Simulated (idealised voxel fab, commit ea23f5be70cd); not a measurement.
The process module presented herein is designated voxel wiring stack.
This is section cut - it's 265 nm across, gridded in 5 nm square cells.
Cross-sections here: square-cell grids, written as top-down lists of bands, a band being one or more rows of cells.
The entry gives the band's vertical extent as a top height and a bottom height in nm, then its horizontal make-up as materials from left to right, each with a width in nm. "air" stands for empty space; a single material marked "everywhere" fills the band edge to edge.
We count height from 0. Below that, the starting wafer is all one material. The lowest band never ends at the bottom but goes on down; see "0 -> down" for how that is written.
Width "30 to 40": first value at the band's top row of cells, second value at its bottom row, equal change from row to row.
Where the words "no modifications" appear for a step, the cross-section shows no cell changed by that step; every cell remained as before.
"Entrapped voids" means: voids of 8 cells or more that are shut off from the top with no open way through. Written width x height at distance, distance from the left edge, in nm.
Past the settings on a step's line: simulator remark, on that step.
You can add "overlay nm" to a step's line. For a step with a mask, it describes how far the mask lay to the right of its planned position, and a negative number describes a lay to the left.

[Here's what the planned process steps look like]
1: op RECEIVE | material Si
2: op CONFORMAL_DEP | material SiO2 | thk nm 10
3: op CONFORMAL_DEP | material SiN | thk nm 5
4: op DIRECTIONAL_DEP | material lowk | thk nm 25
5: op MASKED_ETCH | tone open | mask id METAL_1 | width nm 20 | pitch nm 40 | etch materials lowk | depth nm 25 | overlay nm 0
6: op MASKED_ETCH | tone open | mask id METAL_1 | width nm 20 | pitch nm 40 | etch materials SiN | depth nm 5 | overlay nm 0
7: op CONFORMAL_DEP | material TiN | thk nm 5
8: op FILL_DEP | material W | thk nm 10
9: op CMP | height nm 40
10: op CONFORMAL_DEP | material SiCN | thk nm 5
11: op DIRECTIONAL_DEP | material lowk | thk nm 20
12: op PATTERN | tone open | mask id PLUG_1 | material resist | width nm 15 | thk nm 20 | overlay nm 0
13: op DIRECTIONAL_ETCH | etch materials lowk | depth nm 20
14: op DIRECTIONAL_ETCH | etch materials SiCN | depth nm 5
15: op STRIP | etch materials resist
16: op EPI | material Ru | thk nm 10
17: op EPI | material Ru | thk nm 10
18: op EPI | material Ru | thk nm 5
19: op DIRECTIONAL_DEP | material TiN | thk nm 5
20: op DIRECTIONAL_DEP | material Ru | thk nm 15
21: op PATTERN | tone cover | mask id METAL_2 | material resist | width nm 20 | pitch nm 40 | thk nm 15 | overlay nm 0
22: op DIRECTIONAL_ETCH | etch materials Ru | depth nm 15
23: op DIRECTIONAL_ETCH | etch materials TiN | depth nm 5
24: op STRIP | etch materials resist
25: op CONFORMAL_DEP | material SiN | thk nm 5
26: op FILL_DEP | material SiO2 | thk nm 10
27: op CMP | height nm 85
28: op CONFORMAL_DEP | material SiCN | thk nm 5
29: op DIRECTIONAL_DEP | material lowk | thk nm 15
30: op PATTERN | tone open | mask id PLUG_2 | material resist | width nm 15 | pitch nm 40 | thk nm 15 | overlay nm 0
31: op DIRECTIONAL_ETCH | etch materials lowk | depth nm 15
32: op DIRECTIONAL_ETCH | etch materials SiCN | depth nm 5
33: op STRIP | etch materials resist
34: op EPI | material Ru | thk nm 10
35: op EPI | material Ru | thk nm 10
36: op DIRECTIONAL_DEP | material TiN | thk nm 5
37: op DIRECTIONAL_DEP | material W | thk nm 25
38: op DIRECTIONAL_DEP | material aC | thk nm 10
39: op PATTERN | tone cover | mask id METAL_3 | material resist | width nm 20 | pitch nm 40 | thk nm 30 | overlay nm 0
40: op DIRECTIONAL_ETCH | etch materials aC | depth nm 10
41: op STRIP | etch materials resist
42: op DIRECTIONAL_ETCH | etch materials W | depth nm 25
43: op DIRECTIONAL_ETCH | etch materials TiN | depth nm 5
44: op STRIP | etch materials aC
45: op FILL_DEP | material SiO2 | thk nm 10
46: op CMP | height nm 135
47: op CONFORMAL_DEP | material SiCN | thk nm 5

[This is the cross-section of the wafer as we received it, i.e. after step 1]
* 0 -> down: Si everywhere
* Entrapped voids: none

[Cross-sectional view of the first of the two wafers upon completion of the module, processed in accordance with the plan]
* 140 -> 135: SiCN everywhere
* 135 -> 110: SiO2 (100); W (20); SiO2 (20); W (20); SiO2 (105)
* 110 -> 105: SiO2 (100); TiN (20); SiO2 (20); TiN (20); SiO2 (105)
* 105 -> 90: lowk (100); Ru (15); lowk (25); Ru (15); lowk (110)
* 90 -> 85: SiCN (100); Ru (15); SiCN (25); Ru (15); SiCN (110)
* 85 -> 70: SiO2 (95); SiN (5); Ru (20); SiN (5); SiO2 (10); SiN (5); Ru (20); SiN (5); SiO2 (100)
* 70 -> 65: SiN (100); TiN (20); SiN (20); TiN (20); SiN (105)
* 65 -> 45: lowk (100); Ru (15); lowk (150)
* 45 -> 40: SiCN (100); Ru (15); SiCN (150)
* 40 -> 15: lowk (100); TiN (5); W (10); TiN (5); lowk (20); TiN (5); W (10); TiN (5); lowk (105)
* 15 -> 10: SiN (100); TiN (20); SiN (20); TiN (20); SiN (105)
* 10 -> 0: SiO2 everywhere
* 0 -> down: Si everywhere
* Entrapped voids: none

[Here's the second of our two wafers sectioned at module end. Same start as the first, same plan, but one mistake got made running it]
* 140 -> 135: SiCN everywhere
* 135 -> 110: SiO2 (100); W (20); SiO2 (20); W (20); SiO2 (105)
* 110 -> 105: SiO2 (100); TiN (20); SiO2 (20); TiN (20); SiO2 (105)
* 105 -> 90: SiO2 (100); lowk (15); Ru (25); lowk (15); Ru (25); SiO2 (85)
* 90 -> 85: SiO2 (100); SiCN (15); Ru (25); SiCN (15); Ru (25); SiO2 (85)
* 85 -> 70: SiO2 (95); SiN (5); Ru (20); SiN (5); SiO2 (10); SiN (5); Ru (20); SiN (5); SiO2 (100)
* 70 -> 65: SiN (100); TiN (20); SiN (20); TiN (20); SiN (105)
* 65 -> 45: lowk (100); Ru (15); lowk (150)
* 45 -> 40: SiCN (100); Ru (15); SiCN (150)
* 40 -> 15: lowk (100); TiN (5); W (10); TiN (5); lowk (20); TiN (5); W (10); TiN (5); lowk (105)
* 15 -> 10: SiN (100); TiN (20); SiN (20); TiN (20); SiN (105)
* 10 -> 0: SiO2 everywhere
* 0 -> down: Si everywhere
* Entrapped voids: none
Deviation noted in wafer processing: planned and actual differ for step 30; actual: op PATTERN | tone cover | mask id PLUG_2 | material resist | width nm 15 | pitch nm 40 | thk nm 15 | overlay nm 0
Counted in cells at the end, the second wafer holds more or fewer of these materials than the first: 16 more of Ru, 41 fewer of SiCN, 148 more of SiO2, 123 fewer of lowk
